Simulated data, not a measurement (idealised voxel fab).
Process module under the name voxel trench capacitor
Section shown: cut. Width: 180 nm. Cell size: 5 nm, square.
Heads up, the way a cross-section reads in here is a grid of square cells, handed over as bands from the top down, with every band being one or more rows of cells.
Top height, bottom height, nm. Materials left to right, width each, nm. Single material + "all across" = fills band edge to edge. "blank" = empty.
Zero point of the height axis is 0; under it, received wafer = one material. Lowest band: continues down indefinitely, "0 -> down".
Width spec "30 to 40" -> top row of cells at first value, bottom row at second value, equal per-row change in between.
Given "no change occurred" for a step, no cell of the cross-section differs between before and after that step.
So "Sealed internal cavities" is basically the list of trapped voids: any empty space of 8 cells or more that can't reach the top through an opening. They're written width x height at distance, the distance being from the left edge, and it's all nm.
On a step's line, text after the settings is the simulator commenting on that step.
overlay nm: mask right of planned place by this much (step with mask). Neg. = left.
Process steps (planned)
1. RECEIVE,material Si
2. CONFORMAL_DEP,material SiN,thk nm 10
3. DIRECTIONAL_DEP,material aC,thk nm 10
4. PATTERN,tone open,mask id TRENCH,material resist,width nm 25,pitch nm 55,thk nm 25,overlay nm 0
5. DIRECTIONAL_ETCH,etch materials aC,depth nm 10
6. STRIP,etch materials resist
7. DIRECTIONAL_ETCH,etch materials SiN,depth nm 10
8. DIRECTIONAL_ETCH,etch materials Si,depth nm 40
9. STRIP,etch materials aC
10. CONFORMAL_DEP,material SiO2,thk nm 5
11. FILL_DEP,material polySi,thk nm 10
12. CMP,height nm 10
Wafer cross-section on receipt, i.e. after step 1
0 -> down = Si all across
Sealed internal cavities: none
Cross-section: first of two wafers, module finished, run according to plan
10 -> 0 = SiN 50 nm, then SiO2 5 nm, then polySi 15 nm, then SiO2 5 nm, then SiN 30 nm, then SiO2 5 nm, then polySi 15 nm, then SiO2 5 nm, then SiN 50 nm
0 -> -35 = Si 50 nm, then SiO2 5 nm, then polySi 15 nm, then SiO2 5 nm, then Si 30 nm, then SiO2 5 nm, then polySi 15 nm, then SiO2 5 nm, then Si 50 nm
-35 -> -40 = Si 50 nm, then SiO2 25 nm, then Si 30 nm, then SiO2 25 nm, then Si 50 nm
-40 -> down = Si all across
Sealed internal cavities: none
second wafer at the end: like start, like plan, one mistake
10 -> 0 = polySi 50 nm, then SiO2 5 nm, then polySi 15 nm, then SiO2 5 nm, then polySi 30 nm, then SiO2 5 nm, then polySi 15 nm, then SiO2 5 nm, then polySi 50 nm
0 -> -25 = Si 50 nm, then SiO2 5 nm, then polySi 15 nm, then SiO2 5 nm, then Si 30 nm, then SiO2 5 nm, then polySi 15 nm, then SiO2 5 nm, then Si 50 nm
-25 -> -30 = Si 50 nm, then SiO2 25 nm, then Si 30 nm, then SiO2 25 nm, then Si 50 nm
-30 -> down = Si all across
Sealed internal cavities: none
Plan not followed: step 2 went in with a setting other than planned; the actual run was CONFORMAL_DEP,material polySi,thk nm 10
Final tally in cells, some materials are higher or lower on the second wafer than on the first: 20 more of Si | 52 fewer of SiN | 8 fewer of SiO2 | 40 more of polySi
